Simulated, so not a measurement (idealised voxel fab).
Herein follows the process module entitled voxel transistor to metal.
Square cell edge 5 nm, section width 170 nm, ID cut.
This document writes a cross-section as a grid whose cells are square, and gives it as bands, listed from the top down; one or more rows of cells form a band.
This entry defines a band. It first specifies the height of the band's top and the height of its bottom in nm, and then specifies the band's materials from left to right, stating each material with its width in nm. The word "everywhere" identifies a single material that fills the band from edge to edge, while the word "blank" identifies empty space.
Heads up on the height convention: 0 is the point under which the incoming wafer is all one material, and the lowest band has no bottom, it just keeps going down, like "0 -> down".
Width: "30->40" (first number = top row, second number = bottom row, same change from row to row of cells).
The cross-section has no changed cell in any step marked "no alterations made".
Reported under the label "Closed void list" are the empty spaces having no open way to the top and comprising 8 cells or more; the notation for each is width x height at distance, in which the distance is measured from the left edge and all three values are in nm.
after a step's settings: what the simulator itself notes on the step
The line of a step may include "overlay nm". On a step with a mask, this value is how far to the right of its planned place the mask lay. A negative value means the mask lay to the left.
Intended process steps:
1. RECEIVE [material Si]
2. CONFORMAL_DEP [material SiO2] [thk nm 5]
3. CONFORMAL_DEP [material SiN] [thk nm 15]
4. DIRECTIONAL_DEP [material aC] [thk nm 10]
5. PATTERN [tone cover] [mask id ACTIVE] [material resist] [width nm 95] [thk nm 25] [overlay nm 0]
6. DIRECTIONAL_ETCH [etch materials aC] [depth nm 10]
7. STRIP [etch materials resist]
8. DIRECTIONAL_ETCH [etch materials SiN] [depth nm 15]
9. DIRECTIONAL_ETCH [etch materials SiO2] [depth nm 5]
10. DIRECTIONAL_ETCH [etch materials Si] [depth nm 35]
11. STRIP [etch materials aC]
12. OXIDIZE [depth nm 5]
13. FILL_DEP [material SiO2] [thk nm 10]
14. CMP [height nm 20]
15. SELECTIVE_ETCH [etch materials SiO2] [depth nm 10]
16. STRIP [etch materials SiN]
17. SELECTIVE_ETCH [etch materials SiO2] [depth nm 5]
18. OXIDIZE [depth nm 5]
19. DIRECTIONAL_DEP [material polySi] [thk nm 20]
20. DIRECTIONAL_DEP [material SiCN] [thk nm 15]
21. MASKED_ETCH [tone cover] [mask id GATE] [width nm 15] [etch materials SiCN] [depth nm 25] [overlay nm 0]
22. MASKED_ETCH [tone cover] [mask id GATE] [width nm 15] [etch materials polySi] [depth nm 30] [overlay nm 0]
23. CONFORMAL_DEP [material SiN] [thk nm 10]
24. DIRECTIONAL_ETCH [etch materials SiN] [depth nm 10]
25. DIRECTIONAL_ETCH [etch materials SiO2] [depth nm 5]
26. DIRECTIONAL_ETCH [etch materials Si] [depth nm 5]
27. EPI [material SiGe] [thk nm 10]
28. FILL_DEP [material SiO2] [thk nm 10]
29. CMP [height nm 35]
30. DIRECTIONAL_DEP [material SiO2] [thk nm 15]
31. DIRECTIONAL_DEP [material aC] [thk nm 15]
32. PATTERN [tone open] [mask id CONTACT] [material resist] [width nm 15] [pitch nm 70] [thk nm 30] [overlay nm 0]
33. DIRECTIONAL_ETCH [etch materials aC] [depth nm 15]
34. STRIP [etch materials resist]
35. DIRECTIONAL_ETCH [etch materials SiO2] [depth nm 50]
36. STRIP [etch materials aC]
37. CONFORMAL_DEP [material TiN] [thk nm 5]
38. FILL_DEP [material Ru] [thk nm 10]
39. CMP [height nm 50]
40. DIRECTIONAL_DEP [material TiN] [thk nm 5]
41. DIRECTIONAL_DEP [material W] [thk nm 25]
42. PATTERN [tone cover] [mask id METAL_1] [material resist] [width nm 15] [pitch nm 70] [thk nm 20] [overlay nm 0]
43. DIRECTIONAL_ETCH [etch materials W] [depth nm 25]
44. DIRECTIONAL_ETCH [etch materials TiN] [depth nm 5]
45. STRIP [etch materials resist]
46. FILL_DEP [material lowk] [thk nm 10]
47. CMP [height nm 80]
48. CONFORMAL_DEP [material SiCN] [thk nm 5]
First of two wafers, processed according to plan:
Delivered wafer in cross-section: state after step 1:
	0 -> down: Si everywhere
	Closed void list: none
State of the wafer after step 2, shown in cross-section:
	5 -> 0: SiO2 everywhere
	Lower than 0, everything is as it was.
State of the wafer after step 3, shown in cross-section:
	20 -> 5: SiN everywhere
	Lower than 5, everything is as it was.
State of the wafer after step 4, shown in cross-section:
	30 -> 20: aC everywhere
	Lower than 20, everything is as it was.
State of the wafer after step 5, shown in cross-section:
	55 -> 30: blank: 35 / resist: 95 / blank: 40
	Lower than 30, everything is as it was.
State of the wafer after step 6, shown in cross-section:
	45 -> 30: blank: 35 / resist: 95 / blank: 40
	30 -> 20: blank: 35 / aC: 95 / blank: 40
	Lower than 20, everything is as it was.
State of the wafer after step 7, shown in cross-section:
	30 -> 20: blank: 35 / aC: 95 / blank: 40
	Lower than 20, everything is as it was.
State of the wafer after step 8, shown in cross-section:
	30 -> 20: blank: 35 / aC: 95 / blank: 40
	20 -> 5: blank: 35 / SiN: 95 / blank: 40
	Lower than 5, everything is as it was.
State of the wafer after step 9, shown in cross-section:
	30 -> 20: blank: 35 / aC: 95 / blank: 40
	20 -> 5: blank: 35 / SiN: 95 / blank: 40
	5 -> 0: blank: 35 / SiO2: 95 / blank: 40
	Lower than 0, everything is as it was.
State of the wafer after step 10, shown in cross-section:
	30 -> 20: blank: 35 / aC: 95 / blank: 40
	20 -> 5: blank: 35 / SiN: 95 / blank: 40
	5 -> 0: blank: 35 / SiO2: 95 / blank: 40
	0 -> -35: blank: 35 / Si: 95 / blank: 40
	Lower than -35, everything is as it was.
State of the wafer after step 11, shown in cross-section:
	20 -> 5: blank: 35 / SiN: 95 / blank: 40
	Lower than 5, everything is as it was.
State of the wafer after step 12, shown in cross-section:
	20 -> 5: blank: 35 / SiN: 95 / blank: 40
	5 -> 0: blank: 35 / SiO2: 95 / blank: 40
	0 -> -35: blank: 35 / SiO2: 5 / Si: 85 / SiO2: 5 / blank: 40
	-35 -> -40: SiO2: 40 / Si: 85 / SiO2: 45
	Lower than -40, everything is as it was.
State of the wafer after step 13, shown in cross-section:
	30 -> 20: SiO2 everywhere
	20 -> 5: SiO2: 35 / SiN: 95 / SiO2: 40
	5 -> 0: SiO2 everywhere
	0 -> -40: SiO2: 40 / Si: 85 / SiO2: 45
	Lower than -40, everything is as it was.
State of the wafer after step 14, shown in cross-section:
	20 -> 5: SiO2: 35 / SiN: 95 / SiO2: 40
	Lower than 5, everything is as it was.
State of the wafer after step 15, shown in cross-section:
	20 -> 10: blank: 35 / SiN: 95 / blank: 40
	Lower than 10, everything is as it was.
State of the wafer after step 16, shown in cross-section:
	10 -> 5: SiO2: 35 / blank: 95 / SiO2: 40
	Lower than 5, everything is as it was.
State of the wafer after step 17, shown in cross-section:
	5 -> 0: SiO2: 30 / blank: 105 / SiO2: 35
	Lower than 0, everything is as it was.
State of the wafer after step 18, shown in cross-section:
	5 -> 0: SiO2: 30 / blank: 105 / SiO2: 35
	0 -> -5: SiO2 everywhere
	Lower than -5, everything is as it was.
State of the wafer after step 19, shown in cross-section:
	25 -> 20: polySi: 30 / blank: 105 / polySi: 35
	20 -> 5: polySi everywhere
	5 -> 0: SiO2: 30 / polySi: 105 / SiO2: 35
	Lower than 0, everything is as it was.
State of the wafer after step 20, shown in cross-section:
	40 -> 35: SiCN: 30 / blank: 105 / SiCN: 35
	35 -> 25: SiCN everywhere
	25 -> 20: polySi: 30 / SiCN: 105 / polySi: 35
	Lower than 20, everything is as it was.
State of the wafer after step 21, shown in cross-section:
	35 -> 25: blank: 75 / SiCN: 15 / blank: 80
	25 -> 20: polySi: 30 / blank: 45 / SiCN: 15 / blank: 45 / polySi: 35
	Lower than 20, everything is as it was.
State of the wafer after step 22, shown in cross-section:
	35 -> 20: blank: 75 / SiCN: 15 / blank: 80
	20 -> 5: blank: 75 / polySi: 15 / blank: 80
	5 -> 0: SiO2: 30 / blank: 45 / polySi: 15 / blank: 45 / SiO2: 35
	Lower than 0, everything is as it was.
State of the wafer after step 23, shown in cross-section:
	45 -> 35: blank: 65 / SiN: 35 / blank: 70
	35 -> 20: blank: 65 / SiN: 10 / SiCN: 15 / SiN: 10 / blank: 70
	20 -> 15: blank: 65 / SiN: 10 / polySi: 15 / SiN: 10 / blank: 70
	15 -> 10: SiN: 40 / blank: 25 / SiN: 10 / polySi: 15 / SiN: 10 / blank: 25 / SiN: 45
	10 -> 5: SiN: 75 / polySi: 15 / SiN: 80
	5 -> 0: SiO2: 30 / SiN: 45 / polySi: 15 / SiN: 45 / SiO2: 35
	Lower than 0, everything is as it was.
State of the wafer after step 24, shown in cross-section:
	35 -> 20: blank: 65 / SiN: 10 / SiCN: 15 / SiN: 10 / blank: 70
	20 -> 5: blank: 65 / SiN: 10 / polySi: 15 / SiN: 10 / blank: 70
	5 -> 0: SiO2: 30 / SiN: 10 / blank: 25 / SiN: 10 / polySi: 15 / SiN: 10 / blank: 25 / SiN: 10 / SiO2: 35
	Lower than 0, everything is as it was.
State of the wafer after step 25, shown in cross-section:
	35 -> 20: blank: 65 / SiN: 10 / SiCN: 15 / SiN: 10 / blank: 70
	20 -> 5: blank: 65 / SiN: 10 / polySi: 15 / SiN: 10 / blank: 70
	5 -> 0: blank: 30 / SiN: 10 / blank: 25 / SiN: 10 / polySi: 15 / SiN: 10 / blank: 25 / SiN: 10 / blank: 35
	0 -> -5: SiO2: 40 / blank: 25 / SiO2: 35 / blank: 25 / SiO2: 45
	Lower than -5, everything is as it was.
State of the wafer after step 26, shown in cross-section:
	35 -> 20: blank: 65 / SiN: 10 / SiCN: 15 / SiN: 10 / blank: 70
	20 -> 5: blank: 65 / SiN: 10 / polySi: 15 / SiN: 10 / blank: 70
	5 -> 0: blank: 30 / SiN: 10 / blank: 25 / SiN: 10 / polySi: 15 / SiN: 10 / blank: 25 / SiN: 10 / blank: 35
	0 -> -5: SiO2: 40 / blank: 25 / SiO2: 35 / blank: 25 / SiO2: 45
	-5 -> -10: SiO2: 40 / blank: 25 / Si: 35 / blank: 25 / SiO2: 45
	Lower than -10, everything is as it was.
State of the wafer after step 27, shown in cross-section:
	35 -> 20: blank: 65 / SiN: 10 / SiCN: 15 / SiN: 10 / blank: 70
	20 -> 5: blank: 65 / SiN: 10 / polySi: 15 / SiN: 10 / blank: 70
	5 -> 0: blank: 30 / SiN: 10 / blank: 15 / SiGe: 10 / SiN: 10 / polySi: 15 / SiN: 10 / SiGe: 10 / blank: 15 / SiN: 10 / blank: 35
	0 -> -5: SiO2: 40 / SiGe: 25 / SiO2: 35 / SiGe: 25 / SiO2: 45
	-5 -> -10: SiO2: 40 / SiGe: 25 / Si: 35 / SiGe: 25 / SiO2: 45
	Lower than -10, everything is as it was.
State of the wafer after step 28, shown in cross-section:
	45 -> 35: SiO2 everywhere
	35 -> 20: SiO2: 65 / SiN: 10 / SiCN: 15 / SiN: 10 / SiO2: 70
	20 -> 5: SiO2: 65 / SiN: 10 / polySi: 15 / SiN: 10 / SiO2: 70
	5 -> 0: SiO2: 30 / SiN: 10 / SiO2: 15 / SiGe: 10 / SiN: 10 / polySi: 15 / SiN: 10 / SiGe: 10 / SiO2: 15 / SiN: 10 / SiO2: 35
	Lower than 0, everything is as it was.
State of the wafer after step 29, shown in cross-section:
	35 -> 20: SiO2: 65 / SiN: 10 / SiCN: 15 / SiN: 10 / SiO2: 70
	Lower than 20, everything is as it was.
State of the wafer after step 30, shown in cross-section:
	50 -> 35: SiO2 everywhere
	Lower than 35, everything is as it was.
State of the wafer after step 31, shown in cross-section:
	65 -> 50: aC everywhere
	Lower than 50, everything is as it was.
State of the wafer after step 32, shown in cross-section:
	95 -> 65: resist: 40 / blank: 15 / resist: 55 / blank: 15 / resist: 45
	Lower than 65, everything is as it was.
State of the wafer after step 33, shown in cross-section:
	80 -> 65: resist: 40 / blank: 15 / resist: 55 / blank: 15 / resist: 45
	65 -> 50: aC: 40 / blank: 15 / aC: 55 / blank: 15 / aC: 45
	Lower than 50, everything is as it was.
State of the wafer after step 34, shown in cross-section:
	65 -> 50: aC: 40 / blank: 15 / aC: 55 / blank: 15 / aC: 45
	Lower than 50, everything is as it was.
State of the wafer after step 35, shown in cross-section:
	65 -> 50: aC: 40 / blank: 15 / aC: 55 / blank: 15 / aC: 45
	50 -> 35: SiO2: 40 / blank: 15 / SiO2: 55 / blank: 15 / SiO2: 45
	35 -> 20: SiO2: 40 / blank: 15 / SiO2: 10 / SiN: 10 / SiCN: 15 / SiN: 10 / SiO2: 10 / blank: 15 / SiO2: 45
	20 -> 5: SiO2: 40 / blank: 15 / SiO2: 10 / SiN: 10 / polySi: 15 / SiN: 10 / SiO2: 10 / blank: 15 / SiO2: 45
	5 -> 0: SiO2: 30 / SiN: 10 / blank: 15 / SiGe: 10 / SiN: 10 / polySi: 15 / SiN: 10 / SiGe: 10 / blank: 15 / SiN: 10 / SiO2: 35
	Lower than 0, everything is as it was.
State of the wafer after step 36, shown in cross-section:
	50 -> 35: SiO2: 40 / blank: 15 / SiO2: 55 / blank: 15 / SiO2: 45
	Lower than 35, everything is as it was.
State of the wafer after step 37, shown in cross-section:
	55 -> 50: TiN: 45 / blank: 5 / TiN: 65 / blank: 5 / TiN: 50
	50 -> 35: SiO2: 40 / TiN: 5 / blank: 5 / TiN: 5 / SiO2: 55 / TiN: 5 / blank: 5 / TiN: 5 / SiO2: 45
	35 -> 20: SiO2: 40 / TiN: 5 / blank: 5 / TiN: 5 / SiO2: 10 / SiN: 10 / SiCN: 15 / SiN: 10 / SiO2: 10 / TiN: 5 / blank: 5 / TiN: 5 / SiO2: 45
	20 -> 5: SiO2: 40 / TiN: 5 / blank: 5 / TiN: 5 / SiO2: 10 / SiN: 10 / polySi: 15 / SiN: 10 / SiO2: 10 / TiN: 5 / blank: 5 / TiN: 5 / SiO2: 45
	5 -> 0: SiO2: 30 / SiN: 10 / TiN: 15 / SiGe: 10 / SiN: 10 / polySi: 15 / SiN: 10 / SiGe: 10 / TiN: 15 / SiN: 10 / SiO2: 35
	Lower than 0, everything is as it was.
State of the wafer after step 38, shown in cross-section:
	65 -> 55: Ru everywhere
	55 -> 50: TiN: 45 / Ru: 5 / TiN: 65 / Ru: 5 / TiN: 50
	50 -> 35: SiO2: 40 / TiN: 5 / Ru: 5 / TiN: 5 / SiO2: 55 / TiN: 5 / Ru: 5 / TiN: 5 / SiO2: 45
	35 -> 20: SiO2: 40 / TiN: 5 / Ru: 5 / TiN: 5 / SiO2: 10 / SiN: 10 / SiCN: 15 / SiN: 10 / SiO2: 10 / TiN: 5 / Ru: 5 / TiN: 5 / SiO2: 45
	20 -> 5: SiO2: 40 / TiN: 5 / Ru: 5 / TiN: 5 / SiO2: 10 / SiN: 10 / polySi: 15 / SiN: 10 / SiO2: 10 / TiN: 5 / Ru: 5 / TiN: 5 / SiO2: 45
	Lower than 5, everything is as it was.
State of the wafer after step 39, shown in cross-section:
	50 -> 35: SiO2: 40 / TiN: 5 / Ru: 5 / TiN: 5 / SiO2: 55 / TiN: 5 / Ru: 5 / TiN: 5 / SiO2: 45
	Lower than 35, everything is as it was.
State of the wafer after step 40, shown in cross-section:
	55 -> 50: TiN everywhere
	Lower than 50, everything is as it was.
State of the wafer after step 41, shown in cross-section:
	80 -> 55: W everywhere
	Lower than 55, everything is as it was.
State of the wafer after step 42, shown in cross-section:
	100 -> 80: blank: 40 / resist: 15 / blank: 55 / resist: 15 / blank: 45
	Lower than 80, everything is as it was.
State of the wafer after step 43, shown in cross-section:
	100 -> 80: blank: 40 / resist: 15 / blank: 55 / resist: 15 / blank: 45
	80 -> 55: blank: 40 / W: 15 / blank: 55 / W: 15 / blank: 45
	Lower than 55, everything is as it was.
State of the wafer after step 44, shown in cross-section:
	100 -> 80: blank: 40 / resist: 15 / blank: 55 / resist: 15 / blank: 45
	80 -> 55: blank: 40 / W: 15 / blank: 55 / W: 15 / blank: 45
	55 -> 50: blank: 40 / TiN: 15 / blank: 55 / TiN: 15 / blank: 45
	Lower than 50, everything is as it was.
State of the wafer after step 45, shown in cross-section:
	80 -> 55: blank: 40 / W: 15 / blank: 55 / W: 15 / blank: 45
	Lower than 55, everything is as it was.
State of the wafer after step 46, shown in cross-section:
	90 -> 80: lowk everywhere
	80 -> 55: lowk: 40 / W: 15 / lowk: 55 / W: 15 / lowk: 45
	55 -> 50: lowk: 40 / TiN: 15 / lowk: 55 / TiN: 15 / lowk: 45
	Lower than 50, everything is as it was.
State of the wafer after step 47, shown in cross-section:
	80 -> 55: lowk: 40 / W: 15 / lowk: 55 / W: 15 / lowk: 45
	Lower than 55, everything is as it was.
State of the wafer after step 48, shown in cross-section:
	85 -> 80: SiCN everywhere
	Lower than 80, everything is as it was.
Okay, second wafer. Nothing different at the start, nothing different in the plan, just one mistake somewhere in the running. As far as step 31, counting that step, it's the first wafer all over again:
Second wafer, sectioned view, at step 32's planned end time:
	95 -> 65: resist: 40 / blank: 20 / resist: 50 / blank: 20 / resist: 40
	Lower than 65, everything is as it was.
Second wafer, sectioned view, at step 33's planned end time:
	80 -> 65: resist: 40 / blank: 20 / resist: 50 / blank: 20 / resist: 40
	65 -> 50: aC: 40 / blank: 20 / aC: 50 / blank: 20 / aC: 40
	Lower than 50, everything is as it was.
Second wafer, sectioned view, at step 34's planned end time:
	65 -> 50: aC: 40 / blank: 20 / aC: 50 / blank: 20 / aC: 40
	Lower than 50, everything is as it was.
Second wafer, sectioned view, at step 35's planned end time:
	65 -> 50: aC: 40 / blank: 20 / aC: 50 / blank: 20 / aC: 40
	50 -> 35: SiO2: 40 / blank: 20 / SiO2: 50 / blank: 20 / SiO2: 40
	35 -> 20: SiO2: 40 / blank: 20 / SiO2: 5 / SiN: 10 / SiCN: 15 / SiN: 10 / SiO2: 10 / blank: 20 / SiO2: 40
	20 -> 5: SiO2: 40 / blank: 20 / SiO2: 5 / SiN: 10 / polySi: 15 / SiN: 10 / SiO2: 10 / blank: 20 / SiO2: 40
	5 -> 0: SiO2: 30 / SiN: 10 / blank: 15 / SiGe: 10 / SiN: 10 / polySi: 15 / SiN: 10 / SiGe: 10 / blank: 15 / SiN: 10 / SiO2: 35
	Lower than 0, everything is as it was.
Second wafer, sectioned view, at step 36's planned end time:
	50 -> 35: SiO2: 40 / blank: 20 / SiO2: 50 / blank: 20 / SiO2: 40
	Lower than 35, everything is as it was.
Second wafer, sectioned view, at step 37's planned end time:
	55 -> 50: TiN: 45 / blank: 10 / TiN: 60 / blank: 10 / TiN: 45
	50 -> 35: SiO2: 40 / TiN: 5 / blank: 10 / TiN: 5 / SiO2: 50 / TiN: 5 / blank: 10 / TiN: 5 / SiO2: 40
	35 -> 20: SiO2: 40 / TiN: 5 / blank: 10 / TiN: 5 / SiO2: 5 / SiN: 10 / SiCN: 15 / SiN: 10 / SiO2: 10 / TiN: 5 / blank: 10 / TiN: 5 / SiO2: 40
	20 -> 10: SiO2: 40 / TiN: 5 / blank: 10 / TiN: 5 / SiO2: 5 / SiN: 10 / polySi: 15 / SiN: 10 / SiO2: 10 / TiN: 5 / blank: 10 / TiN: 5 / SiO2: 40
	10 -> 5: SiO2: 40 / TiN: 5 / blank: 5 / TiN: 10 / SiO2: 5 / SiN: 10 / polySi: 15 / SiN: 10 / SiO2: 10 / TiN: 5 / blank: 5 / TiN: 10 / SiO2: 40
	5 -> 0: SiO2: 30 / SiN: 10 / TiN: 15 / SiGe: 10 / SiN: 10 / polySi: 15 / SiN: 10 / SiGe: 10 / TiN: 15 / SiN: 10 / SiO2: 35
	Lower than 0, everything is as it was.
Second wafer, sectioned view, at step 38's planned end time:
	65 -> 55: Ru everywhere
	55 -> 50: TiN: 45 / Ru: 10 / TiN: 60 / Ru: 10 / TiN: 45
	50 -> 35: SiO2: 40 / TiN: 5 / Ru: 10 / TiN: 5 / SiO2: 50 / TiN: 5 / Ru: 10 / TiN: 5 / SiO2: 40
	35 -> 20: SiO2: 40 / TiN: 5 / Ru: 10 / TiN: 5 / SiO2: 5 / SiN: 10 / SiCN: 15 / SiN: 10 / SiO2: 10 / TiN: 5 / Ru: 10 / TiN: 5 / SiO2: 40
	20 -> 10: SiO2: 40 / TiN: 5 / Ru: 10 / TiN: 5 / SiO2: 5 / SiN: 10 / polySi: 15 / SiN: 10 / SiO2: 10 / TiN: 5 / Ru: 10 / TiN: 5 / SiO2: 40
	10 -> 5: SiO2: 40 / TiN: 5 / Ru: 5 / TiN: 10 / SiO2: 5 / SiN: 10 / polySi: 15 / SiN: 10 / SiO2: 10 / TiN: 5 / Ru: 5 / TiN: 10 / SiO2: 40
	Lower than 5, everything is as it was.
Second wafer, sectioned view, at step 39's planned end time:
	50 -> 35: SiO2: 40 / TiN: 5 / Ru: 10 / TiN: 5 / SiO2: 50 / TiN: 5 / Ru: 10 / TiN: 5 / SiO2: 40
	Lower than 35, everything is as it was.
Second wafer, sectioned view, at step 40's planned end time:
	55 -> 50: TiN everywhere
	Lower than 50, everything is as it was.
Second wafer, sectioned view, at step 41's planned end time:
	80 -> 55: W everywhere
	Lower than 55, everything is as it was.
Second wafer, sectioned view, at step 42's planned end time:
	100 -> 80: blank: 40 / resist: 15 / blank: 55 / resist: 15 / blank: 45
	Lower than 80, everything is as it was.
Second wafer, sectioned view, at step 43's planned end time:
	100 -> 80: blank: 40 / resist: 15 / blank: 55 / resist: 15 / blank: 45
	80 -> 55: blank: 40 / W: 15 / blank: 55 / W: 15 / blank: 45
	Lower than 55, everything is as it was.
Second wafer, sectioned view, at step 44's planned end time:
	100 -> 80: blank: 40 / resist: 15 / blank: 55 / resist: 15 / blank: 45
	80 -> 55: blank: 40 / W: 15 / blank: 55 / W: 15 / blank: 45
	55 -> 50: blank: 40 / TiN: 15 / blank: 55 / TiN: 15 / blank: 45
	Lower than 50, everything is as it was.
Second wafer, sectioned view, at step 45's planned end time:
	80 -> 55: blank: 40 / W: 15 / blank: 55 / W: 15 / blank: 45
	Lower than 55, everything is as it was.
Second wafer, sectioned view, at step 46's planned end time:
	90 -> 80: lowk everywhere
	80 -> 55: lowk: 40 / W: 15 / lowk: 55 / W: 15 / lowk: 45
	55 -> 50: lowk: 40 / TiN: 15 / lowk: 55 / TiN: 15 / lowk: 45
	Lower than 50, everything is as it was.
Second wafer, sectioned view, at step 47's planned end time:
	80 -> 55: lowk: 40 / W: 15 / lowk: 55 / W: 15 / lowk: 45
	Lower than 55, everything is as it was.
Second wafer, sectioned view, at step 48's planned end time:
	85 -> 80: SiCN everywhere
	Lower than 80, everything is as it was.
Deviation noted in wafer processing: step 32 was run on a setting that differed from the plan, and what really ran there is PATTERN [tone open] [mask id CONTACT] [material resist] [width nm 20] [pitch nm 70] [thk nm 30] [overlay nm 0]
Wrapping up, a cell-based count of both wafers puts the second over or under the first for these materials: Ru +16; SiO2 -18; TiN +2
